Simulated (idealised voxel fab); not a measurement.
process module | voxel fin reveal
cross-section cut | 150 nm wide | cells 5 nm
A cross-section is a grid of square cells, given in bands from the top down. A band is one or more rows of cells.
Each band's line starts with the height of the band's top and of its bottom, in nm. Then come its materials from left to right, each with its width in nm. One material with "throughout" fills the band from edge to edge. "air" is empty space.
Height 0 is the level under which the wafer as received is all one material. The lowest band goes on downwards, as in "0 down".
A width such as "30 to 40" changes by the same amount from each row of cells to the next, from the band's top row to its bottom row.
"no change" after a step means that no cell of the cross-section changed.
closed voids: empty space of 8 cells or more with no open way to the top, each as width x height at its distance from the left edge, in nm
after a step's settings: what the simulator itself notes on the step
overlay nm, on a step with a mask: how far to the right of its planned place the mask lay; to the left if negative
plan
1 op RECEIVE | material Si
2 op CONFORMAL_DEP | material SiN | thk nm 10
3 op PATTERN | tone cover | mask id FINS | material resist | width nm 15 | pitch nm 40 | thk nm 15 | overlay nm 0
4 op DIRECTIONAL_ETCH | etch materials SiN | depth nm 10
5 op DIRECTIONAL_ETCH | etch materials Si | depth nm 30
6 op STRIP | etch materials resist
7 op FILL_DEP | material SiO2 | thk nm 5
8 op CMP | height nm 0
9 op SELECTIVE_ETCH | etch materials SiO2 | depth nm 25
10 op STRIP | etch materials SiN
11 op CONFORMAL_DEP | material HfO2 | thk nm 5
varied across the wafers: height nm of step 8. The plan shows the first wafer's value. All wafers start alike
first wafer as received, after step 1
  0 down: Si throughout
  closed voids: none
each wafer at the end: cells of each material gained (+) or lost (-) since it was received, then its closed voids
height nm 0 | +60 HfO2 | -126 Si | +21 SiO2 | closed voids: none
height nm 5 | +54 HfO2 | -126 Si | +42 SiO2 | closed voids: none
height nm 10 | +48 HfO2 | -126 Si | +63 SiO2 | closed voids: none
height nm 15 | +42 HfO2 | -126 Si | +84 SiO2 | closed voids: none
